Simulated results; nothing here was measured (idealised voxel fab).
The name of this process module is voxel ribs on slabs.
Section cut is 235 nm wide and gridded with 5 nm square cells.
Think of the cross-section as a grid of square cells. We describe it in bands, top to bottom, and each band covers one or more rows of those cells. The band entry comprises the height of the band's top followed by the height of its bottom, expressed in nm, and subsequently the band's materials from left to right, each stated together with its width in nm. Where a single material is marked with the word "throughout", that material fills the band from edge to edge. The word "blank" represents empty space. Note: height 0 marks the level under which the wafer is uniformly one material as received. Lowest band unbounded below, written "top 0, no bottom". Width "30 to 40": first value at the band's top row of cells, second value at its bottom row, equal change from row to row. "no modifications" after a step means that no cell of the cross-section changed. Any empty space of 8 cells or more lacking an open way to the top shows up in "Sealed-off cavities" as width x height at distance, distance from the left edge, in nm. On each step's line, the part that comes after the settings is the simulator's own comment on the step. "overlay nm" denotes, for a step that has a mask, the displacement of the mask to the right of its planned place, with negative values corresponding to the left.

Set out below are the planned steps of the process
1,RECEIVE [material Si]
2,DIRECTIONAL_DEP [material SiO2] [thk nm 25]
3,DIRECTIONAL_DEP [material polySi] [thk nm 25]
4,DIRECTIONAL_DEP [material aC] [thk nm 10]
5,PATTERN [tone cover] [mask id RIB] [material resist] [width nm 25] [thk nm 25] [overlay nm 0]
6,DIRECTIONAL_ETCH [etch materials aC] [depth nm 10]
7,STRIP [etch materials resist]
8,DIRECTIONAL_ETCH [etch materials polySi] [depth nm 10]
9,STRIP [etch materials aC]
10,DIRECTIONAL_DEP [material aC] [thk nm 15]
11,PATTERN [tone cover] [mask id SLAB] [material resist] [width nm 65] [thk nm 35] [overlay nm 0]
12,DIRECTIONAL_ETCH [etch materials aC] [depth nm 15]
13,STRIP [etch materials resist]
14,DIRECTIONAL_ETCH [etch materials polySi] [depth nm 15]
15,STRIP [etch materials aC]
16,FILL_DEP [material SiO2] [thk nm 30]
17,CMP [height nm 70]
18,DIRECTIONAL_DEP [material W] [thk nm 5]
19,PATTERN [tone cover] [mask id HEATER] [material resist] [width nm 35] [thk nm 15] [overlay nm 0]
20,DIRECTIONAL_ETCH [etch materials W] [depth nm 5]
21,STRIP [etch materials resist]
22,CONFORMAL_DEP [material SiN] [thk nm 5]

First of the two wafers, run per plan

So this is the incoming wafer in cross-section - it's already been through step 1
    top 0, no bottom | Si throughout
    Sealed-off cavities: none

Presented here is a cross-section of the wafer after step 2 has been performed
    top 25, bottom 0 | SiO2 throughout
    Under the height 0 nothing was changed.

Presented here is a cross-section of the wafer after step 3 has been performed
    top 50, bottom 25 | polySi throughout
    Under the height 25 nothing was changed.

Presented here is a cross-section of the wafer after step 4 has been performed
    top 60, bottom 50 | aC throughout
    Under the height 50 nothing was changed.

Presented here is a cross-section of the wafer after step 5 has been performed
    top 85, bottom 60 | 105 nm blank  25 nm resist  105 nm blank
    Under the height 60 nothing was changed.

Presented here is a cross-section of the wafer after step 6 has been performed
    top 75, bottom 60 | 105 nm blank  25 nm resist  105 nm blank
    top 60, bottom 50 | 105 nm blank  25 nm aC  105 nm blank
    Under the height 50 nothing was changed.

Presented here is a cross-section of the wafer after step 7 has been performed
    top 60, bottom 50 | 105 nm blank  25 nm aC  105 nm blank
    Under the height 50 nothing was changed.

Presented here is a cross-section of the wafer after step 8 has been performed
    top 60, bottom 50 | 105 nm blank  25 nm aC  105 nm blank
    top 50, bottom 40 | 105 nm blank  25 nm polySi  105 nm blank
    Under the height 40 nothing was changed.

Presented here is a cross-section of the wafer after step 9 has been performed
    top 50, bottom 40 | 105 nm blank  25 nm polySi  105 nm blank
    Under the height 40 nothing was changed.

Presented here is a cross-section of the wafer after step 10 has been performed
    top 65, bottom 55 | 105 nm blank  25 nm aC  105 nm blank
    top 55, bottom 50 | aC throughout
    top 50, bottom 40 | 105 nm aC  25 nm polySi  105 nm aC
    Under the height 40 nothing was changed.

Presented here is a cross-section of the wafer after step 11 has been performed
    top 100, bottom 65 | 85 nm blank  65 nm resist  85 nm blank
    top 65, bottom 55 | 85 nm blank  20 nm resist  25 nm aC  20 nm resist  85 nm blank
    Under the height 55 nothing was changed.

Presented here is a cross-section of the wafer after step 12 has been performed
    top 85, bottom 65 | 85 nm blank  65 nm resist  85 nm blank
    top 65, bottom 55 | 85 nm blank  20 nm resist  25 nm aC  20 nm resist  85 nm blank
    top 55, bottom 50 | 85 nm blank  65 nm aC  85 nm blank
    top 50, bottom 40 | 85 nm blank  20 nm aC  25 nm polySi  20 nm aC  85 nm blank
    Under the height 40 nothing was changed.

Presented here is a cross-section of the wafer after step 13 has been performed
    top 65, bottom 55 | 105 nm blank  25 nm aC  105 nm blank
    Under the height 55 nothing was changed.

Presented here is a cross-section of the wafer after step 14 has been performed
    top 65, bottom 55 | 105 nm blank  25 nm aC  105 nm blank
    top 55, bottom 50 | 85 nm blank  65 nm aC  85 nm blank
    top 50, bottom 40 | 85 nm blank  20 nm aC  25 nm polySi  20 nm aC  85 nm blank
    top 40, bottom 25 | 85 nm blank  65 nm polySi  85 nm blank
    Under the height 25 nothing was changed.

Presented here is a cross-section of the wafer after step 15 has been performed
    top 50, bottom 40 | 105 nm blank  25 nm polySi  105 nm blank
    Under the height 40 nothing was changed.

Presented here is a cross-section of the wafer after step 16 has been performed
    top 80, bottom 50 | SiO2 throughout
    top 50, bottom 40 | 105 nm SiO2  25 nm polySi  105 nm SiO2
    top 40, bottom 25 | 85 nm SiO2  65 nm polySi  85 nm SiO2
    Under the height 25 nothing was changed.

Presented here is a cross-section of the wafer after step 17 has been performed
    top 70, bottom 50 | SiO2 throughout
    Under the height 50 nothing was changed.

Presented here is a cross-section of the wafer after step 18 has been performed
    top 75, bottom 70 | W throughout
    Under the height 70 nothing was changed.

Presented here is a cross-section of the wafer after step 19 has been performed
    top 90, bottom 75 | 100 nm blank  35 nm resist  100 nm blank
    Under the height 75 nothing was changed.

Presented here is a cross-section of the wafer after step 20 has been performed
    top 90, bottom 75 | 100 nm blank  35 nm resist  100 nm blank
    top 75, bottom 70 | 100 nm blank  35 nm W  100 nm blank
    Under the height 70 nothing was changed.

Presented here is a cross-section of the wafer after step 21 has been performed
    top 75, bottom 70 | 100 nm blank  35 nm W  100 nm blank
    Under the height 70 nothing was changed.

Presented here is a cross-section of the wafer after step 22 has been performed
    top 80, bottom 75 | 95 nm blank  45 nm SiN  95 nm blank
    top 75, bottom 70 | 100 nm SiN  35 nm W  100 nm SiN
    Under the height 70 nothing was changed.

The second wafer began exactly as the first did and followed the same plan, but one mistake was made while running it; through step 18 inclusive, the two wafers are identical

Second wafer: cross-section at the scheduled end of step 19
    top 90, bottom 75 | 105 nm blank  30 nm resist  100 nm blank
    Under the height 75 nothing was changed.

Second wafer: cross-section at the scheduled end of step 20
    top 90, bottom 75 | 105 nm blank  30 nm resist  100 nm blank
    top 75, bottom 70 | 105 nm blank  30 nm W  100 nm blank
    Under the height 70 nothing was changed.

Second wafer: cross-section at the scheduled end of step 21
    top 75, bottom 70 | 105 nm blank  30 nm W  100 nm blank
    Under the height 70 nothing was changed.

Second wafer: cross-section at the scheduled end of step 22
    top 80, bottom 75 | 100 nm blank  40 nm SiN  95 nm blank
    top 75, bottom 70 | 105 nm SiN  30 nm W  100 nm SiN
    Under the height 70 nothing was changed.
The mistake made against the process plan was this: contrary to plan, step 19 was performed as PATTERN [tone cover] [mask id HEATER] [material resist] [width nm 30] [thk nm 15] [overlay nm 0]
In the final state, the cell counts of the second wafer exceed or fall short of those of the first for the following materials: W -1
